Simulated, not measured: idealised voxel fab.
This is a process module. Its name is voxel self aligned vias.
It is cross-section cut that appears here, measuring 280 nm in width, its square cells being 5 nm in size.
We lay out every cross-section as a grid of square cells and spell it out in bands from the top down, where one band means one or more rows of cells.
Read a band's entry like this: the first values are the height of its top and the height of its bottom in nm, and what follows is the sequence of materials from left to right, each with its width in nm. Note that "empty" is empty space, and that a single material marked "everywhere" reaches across the band from edge to edge.
The level at which height equals 0 is the one under which the wafer, as it arrives, is entirely one material. No lower edge exists for the bottom band, which continues downward and is notated as in "0 down".
A width such as "30..40" changes by the same amount from each row of cells to the next, from the band's top row to its bottom row.
"all unchanged" -> step changed no cross-section cell.
So "Fully sealed voids" is basically the list of trapped voids: any empty space of 8 cells or more that can't reach the top through an opening. They're written width x height at distance, the distance being from the left edge, and it's all nm.
after a step's settings: what the simulator itself notes on the step
You can add "overlay nm" to a step's line. For a step with a mask, it describes how far the mask lay to the right of its planned position, and a negative number describes a lay to the left.
Heads up before you read on: it's before/after pairs around one process step each, after side only down to the lowest band that changed, step plus settings under the pair. Pairs can be from different runs of this module, same starting wafer, so only chain a pair onto the one above if its "Pre-step snapshot" entry says so.
-- Pre-step snapshot
    65 to 55 = aC everywhere
    55 to 40 = SiO2 everywhere
    40 to 35 = SiO2: 85; SiN: 20; SiO2: 25; SiN: 20; SiO2: 25; SiN: 20; SiO2: 85
    35 to 25 = SiO2: 85; TiN: 5; W: 10; TiN: 5; SiO2: 25; TiN: 5; W: 10; TiN: 5; SiO2: 25; TiN: 5; W: 10; TiN: 5; SiO2: 85
    25 to 20 = SiO2: 85; TiN: 20; SiO2: 25; TiN: 20; SiO2: 25; TiN: 20; SiO2: 85
    20 to 15 = SiCN everywhere
    15 to 0 = SiO2 everywhere
    0 down = Si everywhere
    Fully sealed voids: none
-- Sectional View, Post-Process
    90 to 65 = resist: 85; empty: 25; resist: 20; empty: 25; resist: 20; empty: 25; resist: 80
    Below a height of 65, the structure has not been altered.
    Fully sealed voids: none
The two cross-sections above are separated by a single process step, namely PATTERN [tone open] [mask id VIAS] [material resist] [width nm 25] [pitch nm 45] [thk nm 25] [overlay nm 0]
Pre-step snapshot: per the after cross-section of the pair just above.
-- Sectional View, Post-Process
    80 to 65 = resist: 85; empty: 25; resist: 20; empty: 25; resist: 20; empty: 25; resist: 80
    65 to 55 = aC: 85; empty: 25; aC: 20; empty: 25; aC: 20; empty: 25; aC: 80
    Below a height of 55, the structure has not been altered.
    Fully sealed voids: none
The two cross-sections above are separated by a single process step, namely DIRECTIONAL_ETCH [etch materials aC] [depth nm 10]
Pre-step snapshot: per the after cross-section of the pair just above.
-- Sectional View, Post-Process
    65 to 55 = aC: 85; empty: 25; aC: 20; empty: 25; aC: 20; empty: 25; aC: 80
    Below a height of 55, the structure has not been altered.
    Fully sealed voids: none
The two cross-sections above are separated by a single process step, namely STRIP [etch materials resist]
Pre-step snapshot: per the after cross-section of the pair just above.
-- Sectional View, Post-Process
    65 to 55 = aC: 85; empty: 25; aC: 20; empty: 25; aC: 20; empty: 25; aC: 80
    55 to 40 = SiO2: 85; empty: 25; SiO2: 20; empty: 25; SiO2: 20; empty: 25; SiO2: 80
    Below a height of 40, the structure has not been altered.
    Fully sealed voids: none
The two cross-sections above are separated by a single process step, namely DIRECTIONAL_ETCH [etch materials SiO2] [depth nm 15]
Pre-step snapshot: per the after cross-section of the pair just above.
-- Sectional View, Post-Process
    65 to 55 = aC: 85; empty: 25; aC: 20; empty: 25; aC: 20; empty: 25; aC: 80
    55 to 40 = SiO2: 85; empty: 25; SiO2: 20; empty: 25; SiO2: 20; empty: 25; SiO2: 80
    40 to 35 = SiO2: 85; empty: 20; SiO2: 25; empty: 20; SiO2: 25; empty: 20; SiO2: 85
    Below a height of 35, the structure has not been altered.
    Fully sealed voids: none
The two cross-sections above are separated by a single process step, namely DIRECTIONAL_ETCH [etch materials SiN] [depth nm 5]
Pre-step snapshot: per the after cross-section of the pair just above.
-- Sectional View, Post-Process
    55 to 40 = SiO2: 85; empty: 25; SiO2: 20; empty: 25; SiO2: 20; empty: 25; SiO2: 80
    Below a height of 40, the structure has not been altered.
    Fully sealed voids: none
The two cross-sections above are separated by a single process step, namely STRIP [etch materials aC]
Pre-step snapshot: per the after cross-section of the pair just above.
-- Sectional View, Post-Process
    60 to 55 = TiN: 90; empty: 15; TiN: 30; empty: 15; TiN: 30; empty: 15; TiN: 85
    55 to 45 = SiO2: 85; TiN: 5; empty: 15; TiN: 5; SiO2: 20; TiN: 5; empty: 15; TiN: 5; SiO2: 20; TiN: 5; empty: 15; TiN: 5; SiO2: 80
    45 to 40 = SiO2: 85; TiN: 5; empty: 10; TiN: 10; SiO2: 20; TiN: 5; empty: 10; TiN: 10; SiO2: 20; TiN: 5; empty: 10; TiN: 10; SiO2: 80
    40 to 35 = SiO2: 85; TiN: 20; SiO2: 25; TiN: 20; SiO2: 25; TiN: 20; SiO2: 85
    Below a height of 35, the structure has not been altered.
    Fully sealed voids: none
The two cross-sections above are separated by a single process step, namely CONFORMAL_DEP [material TiN] [thk nm 5]
Pre-step snapshot: per the after cross-section of the pair just above.
-- Sectional View, Post-Process
    65 to 60 = W everywhere
    60 to 55 = TiN: 90; W: 15; TiN: 30; W: 15; TiN: 30; W: 15; TiN: 85
    55 to 45 = SiO2: 85; TiN: 5; W: 15; TiN: 5; SiO2: 20; TiN: 5; W: 15; TiN: 5; SiO2: 20; TiN: 5; W: 15; TiN: 5; SiO2: 80
    45 to 40 = SiO2: 85; TiN: 5; W: 10; TiN: 10; SiO2: 20; TiN: 5; W: 10; TiN: 10; SiO2: 20; TiN: 5; W: 10; TiN: 10; SiO2: 80
    Below a height of 40, the structure has not been altered.
    Fully sealed voids: none
The two cross-sections above are separated by a single process step, namely FILL_DEP [material W] [thk nm 5]
Pre-step snapshot: per the after cross-section of the pair just above.
-- Sectional View, Post-Process
    55 to 45 = SiO2: 85; TiN: 5; W: 15; TiN: 5; SiO2: 20; TiN: 5; W: 15; TiN: 5; SiO2: 20; TiN: 5; W: 15; TiN: 5; SiO2: 80
    Below a height of 45, the structure has not been altered.
    Fully sealed voids: none
The two cross-sections above are separated by a single process step, namely CMP [height nm 55]
Pre-step snapshot: per the after cross-section of the pair just above.
-- Sectional View, Post-Process
    60 to 55 = SiCN everywhere
    Below a height of 55, the structure has not been altered.
    Fully sealed voids: none
The two cross-sections above are separated by a single process step, namely CONFORMAL_DEP [material SiCN] [thk nm 5]
-- Pre-step snapshot
    65 to 55 = aC everywhere
    55 to 40 = SiO2 everywhere
    40 to 35 = SiO2: 85; SiN: 20; SiO2: 25; SiN: 20; SiO2: 25; SiN: 20; SiO2: 85
    35 to 25 = SiO2: 85; TiN: 5; W: 10; TiN: 5; SiO2: 25; TiN: 5; W: 10; TiN: 5; SiO2: 25; TiN: 5; W: 10; TiN: 5; SiO2: 85
    25 to 20 = SiO2: 85; TiN: 20; SiO2: 25; TiN: 20; SiO2: 25; TiN: 20; SiO2: 85
    20 to 15 = SiCN everywhere
    15 to 0 = SiO2 everywhere
    0 down = Si everywhere
    Fully sealed voids: none
-- Sectional View, Post-Process
    90 to 65 = resist: 90; empty: 30; resist: 15; empty: 30; resist: 15; empty: 30; resist: 70
    Below a height of 65, the structure has not been altered.
    Fully sealed voids: none
The two cross-sections above are separated by a single process step, namely PATTERN [tone open] [mask id VIAS] [material resist] [width nm 30] [pitch nm 45] [thk nm 25] [overlay nm 10]
Pre-step snapshot: per the after cross-section of the pair just above.
-- Sectional View, Post-Process
    80 to 65 = resist: 90; empty: 30; resist: 15; empty: 30; resist: 15; empty: 30; resist: 70
    65 to 55 = aC: 90; empty: 30; aC: 15; empty: 30; aC: 15; empty: 30; aC: 70
    Below a height of 55, the structure has not been altered.
    Fully sealed voids: none
The two cross-sections above are separated by a single process step, namely DIRECTIONAL_ETCH [etch materials aC] [depth nm 10]
Pre-step snapshot: per the after cross-section of the pair just above.
-- Sectional View, Post-Process
    65 to 55 = aC: 90; empty: 30; aC: 15; empty: 30; aC: 15; empty: 30; aC: 70
    Below a height of 55, the structure has not been altered.
    Fully sealed voids: none
The two cross-sections above are separated by a single process step, namely STRIP [etch materials resist]
Pre-step snapshot: per the after cross-section of the pair just above.
-- Sectional View, Post-Process
    65 to 55 = aC: 90; empty: 30; aC: 15; empty: 30; aC: 15; empty: 30; aC: 70
    55 to 40 = SiO2: 90; empty: 30; SiO2: 15; empty: 30; SiO2: 15; empty: 30; SiO2: 70
    Below a height of 40, the structure has not been altered.
    Fully sealed voids: none
The two cross-sections above are separated by a single process step, namely DIRECTIONAL_ETCH [etch materials SiO2] [depth nm 15]
Pre-step snapshot: per the after cross-section of the pair just above.
-- Sectional View, Post-Process
    65 to 55 = aC: 90; empty: 30; aC: 15; empty: 30; aC: 15; empty: 30; aC: 70
    55 to 40 = SiO2: 90; empty: 30; SiO2: 15; empty: 30; SiO2: 15; empty: 30; SiO2: 70
    40 to 35 = SiO2: 85; SiN: 5; empty: 15; SiO2: 25; SiN: 5; empty: 15; SiO2: 25; SiN: 5; empty: 15; SiO2: 85
    Below a height of 35, the structure has not been altered.
    Fully sealed voids: none
The two cross-sections above are separated by a single process step, namely DIRECTIONAL_ETCH [etch materials SiN] [depth nm 5]
Pre-step snapshot: per the after cross-section of the pair just above.
-- Sectional View, Post-Process
    55 to 40 = SiO2: 90; empty: 30; SiO2: 15; empty: 30; SiO2: 15; empty: 30; SiO2: 70
    Below a height of 40, the structure has not been altered.
    Fully sealed voids: none
The two cross-sections above are separated by a single process step, namely STRIP [etch materials aC]
Pre-step snapshot: per the after cross-section of the pair just above.
-- Sectional View, Post-Process
    60 to 55 = TiN: 95; empty: 20; TiN: 25; empty: 20; TiN: 25; empty: 20; TiN: 75
    55 to 45 = SiO2: 90; TiN: 5; empty: 20; TiN: 5; SiO2: 15; TiN: 5; empty: 20; TiN: 5; SiO2: 15; TiN: 5; empty: 20; TiN: 5; SiO2: 70
    45 to 40 = SiO2: 90; TiN: 5; empty: 5; TiN: 20; SiO2: 15; TiN: 5; empty: 5; TiN: 20; SiO2: 15; TiN: 5; empty: 5; TiN: 20; SiO2: 70
    40 to 35 = SiO2: 85; SiN: 5; TiN: 15; SiO2: 25; SiN: 5; TiN: 15; SiO2: 25; SiN: 5; TiN: 15; SiO2: 85
    Below a height of 35, the structure has not been altered.
    Fully sealed voids: none
The two cross-sections above are separated by a single process step, namely CONFORMAL_DEP [material TiN] [thk nm 5]
Pre-step snapshot: per the after cross-section of the pair just above.
-- Sectional View, Post-Process
    65 to 60 = W everywhere
    60 to 55 = TiN: 95; W: 20; TiN: 25; W: 20; TiN: 25; W: 20; TiN: 75
    55 to 45 = SiO2: 90; TiN: 5; W: 20; TiN: 5; SiO2: 15; TiN: 5; W: 20; TiN: 5; SiO2: 15; TiN: 5; W: 20; TiN: 5; SiO2: 70
    45 to 40 = SiO2: 90; TiN: 5; W: 5; TiN: 20; SiO2: 15; TiN: 5; W: 5; TiN: 20; SiO2: 15; TiN: 5; W: 5; TiN: 20; SiO2: 70
    Below a height of 40, the structure has not been altered.
    Fully sealed voids: none
The two cross-sections above are separated by a single process step, namely FILL_DEP [material W] [thk nm 5]
Pre-step snapshot: per the after cross-section of the pair just above.
-- Sectional View, Post-Process
    55 to 45 = SiO2: 90; TiN: 5; W: 20; TiN: 5; SiO2: 15; TiN: 5; W: 20; TiN: 5; SiO2: 15; TiN: 5; W: 20; TiN: 5; SiO2: 70
    Below a height of 45, the structure has not been altered.
    Fully sealed voids: none
The two cross-sections above are separated by a single process step, namely CMP [height nm 55]
Pre-step snapshot: per the after cross-section of the pair just above.
-- Sectional View, Post-Process
    60 to 55 = SiCN everywhere
    Below a height of 55, the structure has not been altered.
    Fully sealed voids: none
The two cross-sections above are separated by a single process step, namely CONFORMAL_DEP [material SiCN] [thk nm 5]
-- Pre-step snapshot
    40 to 35 = SiO2: 85; SiN: 20; SiO2: 25; SiN: 20; SiO2: 25; SiN: 20; SiO2: 85
    35 to 25 = SiO2: 85; TiN: 5; W: 10; TiN: 5; SiO2: 25; TiN: 5; W: 10; TiN: 5; SiO2: 25; TiN: 5; W: 10; TiN: 5; SiO2: 85
    25 to 20 = SiO2: 85; TiN: 20; SiO2: 25; TiN: 20; SiO2: 25; TiN: 20; SiO2: 85
    20 to 15 = SiCN everywhere
    15 to 0 = SiO2 everywhere
    0 down = Si everywhere
    Fully sealed voids: none
-- Sectional View, Post-Process
    55 to 40 = Ru everywhere
    Below a height of 40, the structure has not been altered.
    Fully sealed voids: none
The two cross-sections above are separated by a single process step, namely DIRECTIONAL_DEP [material Ru] [thk nm 15]
Pre-step snapshot: per the after cross-section of the pair just above.
-- Sectional View, Post-Process
    65 to 55 = aC everywhere
    Below a height of 55, the structure has not been altered.
    Fully sealed voids: none
The two cross-sections above are separated by a single process step, namely DIRECTIONAL_DEP [material aC] [thk nm 10]
Pre-step snapshot: per the after cross-section of the pair just above.
-- Sectional View, Post-Process
    90 to 65 = resist: 80; empty: 30; resist: 15; empty: 30; resist: 15; empty: 30; resist: 80
    Below a height of 65, the structure has not been altered.
    Fully sealed voids: none
The two cross-sections above are separated by a single process step, namely PATTERN [tone open] [mask id VIAS] [material resist] [width nm 30] [pitch nm 45] [thk nm 25] [overlay nm 0]
Pre-step snapshot: per the after cross-section of the pair just above.
-- Sectional View, Post-Process
    80 to 65 = resist: 80; empty: 30; resist: 15; empty: 30; resist: 15; empty: 30; resist: 80
    65 to 55 = aC: 80; empty: 30; aC: 15; empty: 30; aC: 15; empty: 30; aC: 80
    Below a height of 55, the structure has not been altered.
    Fully sealed voids: none
The two cross-sections above are separated by a single process step, namely DIRECTIONAL_ETCH [etch materials aC] [depth nm 10]
Pre-step snapshot: per the after cross-section of the pair just above.
-- Sectional View, Post-Process
    65 to 55 = aC: 80; empty: 30; aC: 15; empty: 30; aC: 15; empty: 30; aC: 80
    Below a height of 55, the structure has not been altered.
    Fully sealed voids: none
The two cross-sections above are separated by a single process step, namely STRIP [etch materials resist]
Pre-step snapshot: per the after cross-section of the pair just above.
-- Sectional View, Post-Process
    55 to 40 = Ru everywhere
    Below a height of 40, the structure has not been altered.
    Fully sealed voids: none
The two cross-sections above are separated by a single process step, namely STRIP [etch materials aC]
Pre-step snapshot: per the after cross-section of the pair just above.
-- Sectional View, Post-Process
    60 to 55 = TiN everywhere
    Below a height of 55, the structure has not been altered.
    Fully sealed voids: none
The two cross-sections above are separated by a single process step, namely CONFORMAL_DEP [material TiN] [thk nm 5]
Pre-step snapshot: per the after cross-section of the pair just above.
-- Sectional View, Post-Process
    65 to 60 = W everywhere
    Below a height of 60, the structure has not been altered.
    Fully sealed voids: none
The two cross-sections above are separated by a single process step, namely FILL_DEP [material W] [thk nm 5]
Pre-step snapshot: per the after cross-section of the pair just above.
-- Sectional View, Post-Process
    55 to 40 = Ru everywhere
    Below a height of 40, the structure has not been altered.
    Fully sealed voids: none
The two cross-sections above are separated by a single process step, namely CMP [height nm 55]
Pre-step snapshot: per the after cross-section of the pair just above.
-- Sectional View, Post-Process
    60 to 55 = SiCN everywhere
    Below a height of 55, the structure has not been altered.
    Fully sealed voids: none
The two cross-sections above are separated by a single process step, namely CONFORMAL_DEP [material SiCN] [thk nm 5]
-- Pre-step snapshot
    40 to 20 = SiO2 everywhere
    20 to 15 = SiCN everywhere
    15 to 0 = SiO2 everywhere
    0 down = Si everywhere
    Fully sealed voids: none
-- Sectional View, Post-Process
    40 to 20 = empty: 85; SiO2: 20; empty: 25; SiO2: 20; empty: 25; SiO2: 20; empty: 85
    Below a height of 20, the structure has not been altered.
    Fully sealed voids: none
The two cross-sections above are separated by a single process step, namely MASKED_ETCH [tone cover] [mask id LINES] [width nm 20] [pitch nm 45] [etch materials SiO2] [depth nm 20] [overlay nm 0]
Pre-step snapshot: per the after cross-section of the pair just above.
-- Sectional View, Post-Process
    45 to 40 = empty: 80; TiN: 30; empty: 15; TiN: 30; empty: 15; TiN: 30; empty: 80
    40 to 25 = empty: 80; TiN: 5; SiO2: 20; TiN: 5; empty: 15; TiN: 5; SiO2: 20; TiN: 5; empty: 15; TiN: 5; SiO2: 20; TiN: 5; empty: 80
    25 to 20 = TiN: 85; SiO2: 20; TiN: 25; SiO2: 20; TiN: 25; SiO2: 20; TiN: 85
    Below a height of 20, the structure has not been altered.
    Fully sealed voids: none
The two cross-sections above are separated by a single process step, namely CONFORMAL_DEP [material TiN] [thk nm 5]
Pre-step snapshot: per the after cross-section of the pair just above.
-- Sectional View, Post-Process
    50 to 45 = W everywhere
    45 to 40 = W: 80; TiN: 30; W: 15; TiN: 30; W: 15; TiN: 30; W: 80
    40 to 25 = W: 80; TiN: 5; SiO2: 20; TiN: 5; W: 15; TiN: 5; SiO2: 20; TiN: 5; W: 15; TiN: 5; SiO2: 20; TiN: 5; W: 80
    Below a height of 25, the structure has not been altered.
    Fully sealed voids: none
The two cross-sections above are separated by a single process step, namely FILL_DEP [material W] [thk nm 5]
Pre-step snapshot: per the after cross-section of the pair just above.
-- Sectional View, Post-Process
    40 to 25 = W: 80; TiN: 5; SiO2: 20; TiN: 5; W: 15; TiN: 5; SiO2: 20; TiN: 5; W: 15; TiN: 5; SiO2: 20; TiN: 5; W: 80
    Below a height of 25, the structure has not been altered.
    Fully sealed voids: none
The two cross-sections above are separated by a single process step, namely CMP [height nm 40]
Pre-step snapshot: per the after cross-section of the pair just above.
-- Sectional View, Post-Process
    40 to 35 = empty: 85; SiO2: 20; empty: 25; SiO2: 20; empty: 25; SiO2: 20; empty: 85
    Below a height of 35, the structure has not been altered.
    Fully sealed voids: none
The two cross-sections above are separated by a single process step, namely SELECTIVE_ETCH [etch materials W Ru TiN] [depth nm 5]
Pre-step snapshot: per the after cross-section of the pair just above.
-- Sectional View, Post-Process
    50 to 40 = SiN everywhere
    40 to 35 = SiN: 85; SiO2: 20; SiN: 25; SiO2: 20; SiN: 25; SiO2: 20; SiN: 85
    Below a height of 35, the structure has not been altered.
    Fully sealed voids: none
The two cross-sections above are separated by a single process step, namely FILL_DEP [material SiN] [thk nm 10]
Pre-step snapshot: per the after cross-section of the pair just above.
-- Sectional View, Post-Process
    40 to 35 = SiN: 85; SiO2: 20; SiN: 25; SiO2: 20; SiN: 25; SiO2: 20; SiN: 85
    Below a height of 35, the structure has not been altered.
    Fully sealed voids: none
The two cross-sections above are separated by a single process step, namely CMP [height nm 40]
Pre-step snapshot: per the after cross-section of the pair just above.
-- Sectional View, Post-Process
    55 to 40 = SiO2 everywhere
    Below a height of 40, the structure has not been altered.
    Fully sealed voids: none
The two cross-sections above are separated by a single process step, namely DIRECTIONAL_DEP [material SiO2] [thk nm 15]
Pre-step snapshot: per the after cross-section of the pair just above.
-- Sectional View, Post-Process
    65 to 55 = aC everywhere
    Below a height of 55, the structure has not been altered.
    Fully sealed voids: none
The two cross-sections above are separated by a single process step, namely DIRECTIONAL_DEP [material aC] [thk nm 10]
Pre-step snapshot: per the after cross-section of the pair just above.
-- Sectional View, Post-Process
    90 to 65 = resist: 80; empty: 30; resist: 15; empty: 30; resist: 15; empty: 30; resist: 80
    Below a height of 65, the structure has not been altered.
    Fully sealed voids: none
The two cross-sections above are separated by a single process step, namely PATTERN [tone open] [mask id VIAS] [material resist] [width nm 30] [pitch nm 45] [thk nm 25] [overlay nm 0]
Pre-step snapshot: per the after cross-section of the pair just above.
-- Sectional View, Post-Process
    80 to 65 = resist: 80; empty: 30; resist: 15; empty: 30; resist: 15; empty: 30; resist: 80
    65 to 55 = aC: 80; empty: 30; aC: 15; empty: 30; aC: 15; empty: 30; aC: 80
    Below a height of 55, the structure has not been altered.
    Fully sealed voids: none
The two cross-sections above are separated by a single process step, namely DIRECTIONAL_ETCH [etch materials aC] [depth nm 10]
Pre-step snapshot: per the after cross-section of the pair just above.
-- Sectional View, Post-Process
    65 to 55 = aC: 80; empty: 30; aC: 15; empty: 30; aC: 15; empty: 30; aC: 80
    Below a height of 55, the structure has not been altered.
    Fully sealed voids: none
The two cross-sections above are separated by a single process step, namely STRIP [etch materials resist]
Pre-step snapshot: per the after cross-section of the pair just above.
-- Sectional View, Post-Process
    65 to 55 = aC: 80; empty: 30; aC: 15; empty: 30; aC: 15; empty: 30; aC: 80
    55 to 40 = SiO2: 80; empty: 30; SiO2: 15; empty: 30; SiO2: 15; empty: 30; SiO2: 80
    Below a height of 40, the structure has not been altered.
    Fully sealed voids: none
The two cross-sections above are separated by a single process step, namely DIRECTIONAL_ETCH [etch materials SiO2] [depth nm 15]
Pre-step snapshot: per the after cross-section of the pair just above.
-- Sectional View, Post-Process
    65 to 55 = aC: 80; empty: 30; aC: 15; empty: 30; aC: 15; empty: 30; aC: 80
    55 to 40 = SiO2: 80; empty: 30; SiO2: 15; empty: 30; SiO2: 15; empty: 30; SiO2: 80
    40 to 35 = SiN: 80; empty: 5; SiO2: 20; empty: 5; SiN: 15; empty: 5; SiO2: 20; empty: 5; SiN: 15; empty: 5; SiO2: 20; empty: 5; SiN: 80
    Below a height of 35, the structure has not been altered.
    Fully sealed voids: none
The two cross-sections above are separated by a single process step, namely DIRECTIONAL_ETCH [etch materials SiN] [depth nm 5]
Pre-step snapshot: per the after cross-section of the pair just above.
-- Sectional View, Post-Process
    55 to 40 = SiO2: 80; empty: 30; SiO2: 15; empty: 30; SiO2: 15; empty: 30; SiO2: 80
    Below a height of 40, the structure has not been altered.
    Fully sealed voids: none
The two cross-sections above are separated by a single process step, namely STRIP [etch materials aC]
Pre-step snapshot: per the after cross-section of the pair just above.
-- Sectional View, Post-Process
    60 to 55 = TiN: 85; empty: 20; TiN: 25; empty: 20; TiN: 25; empty: 20; TiN: 85
    55 to 45 = SiO2: 80; TiN: 5; empty: 20; TiN: 5; SiO2: 15; TiN: 5; empty: 20; TiN: 5; SiO2: 15; TiN: 5; empty: 20; TiN: 5; SiO2: 80
    45 to 40 = SiO2: 80; TiN: 30; SiO2: 15; TiN: 30; SiO2: 15; TiN: 30; SiO2: 80
    40 to 35 = SiN: 80; TiN: 5; SiO2: 20; TiN: 5; SiN: 15; TiN: 5; SiO2: 20; TiN: 5; SiN: 15; TiN: 5; SiO2: 20; TiN: 5; SiN: 80
    Below a height of 35, the structure has not been altered.
    Fully sealed voids: none
The two cross-sections above are separated by a single process step, namely CONFORMAL_DEP [material TiN] [thk nm 5]
Pre-step snapshot: per the after cross-section of the pair just above.
-- Sectional View, Post-Process
    65 to 60 = W everywhere
    60 to 55 = TiN: 85; W: 20; TiN: 25; W: 20; TiN: 25; W: 20; TiN: 85
    55 to 45 = SiO2: 80; TiN: 5; W: 20; TiN: 5; SiO2: 15; TiN: 5; W: 20; TiN: 5; SiO2: 15; TiN: 5; W: 20; TiN: 5; SiO2: 80
    Below a height of 45, the structure has not been altered.
    Fully sealed voids: none
The two cross-sections above are separated by a single process step, namely FILL_DEP [material W] [thk nm 5]
Pre-step snapshot: per the after cross-section of the pair just above.
-- Sectional View, Post-Process
    55 to 45 = SiO2: 80; TiN: 5; W: 20; TiN: 5; SiO2: 15; TiN: 5; W: 20; TiN: 5; SiO2: 15; TiN: 5; W: 20; TiN: 5; SiO2: 80
    Below a height of 45, the structure has not been altered.
    Fully sealed voids: none
The two cross-sections above are separated by a single process step, namely CMP [height nm 55]
Pre-step snapshot: per the after cross-section of the pair just above.
-- Sectional View, Post-Process
    60 to 55 = SiCN everywhere
    Below a height of 55, the structure has not been altered.
    Fully sealed voids: none
The two cross-sections above are separated by a single process step, namely CONFORMAL_DEP [material SiCN] [thk nm 5]
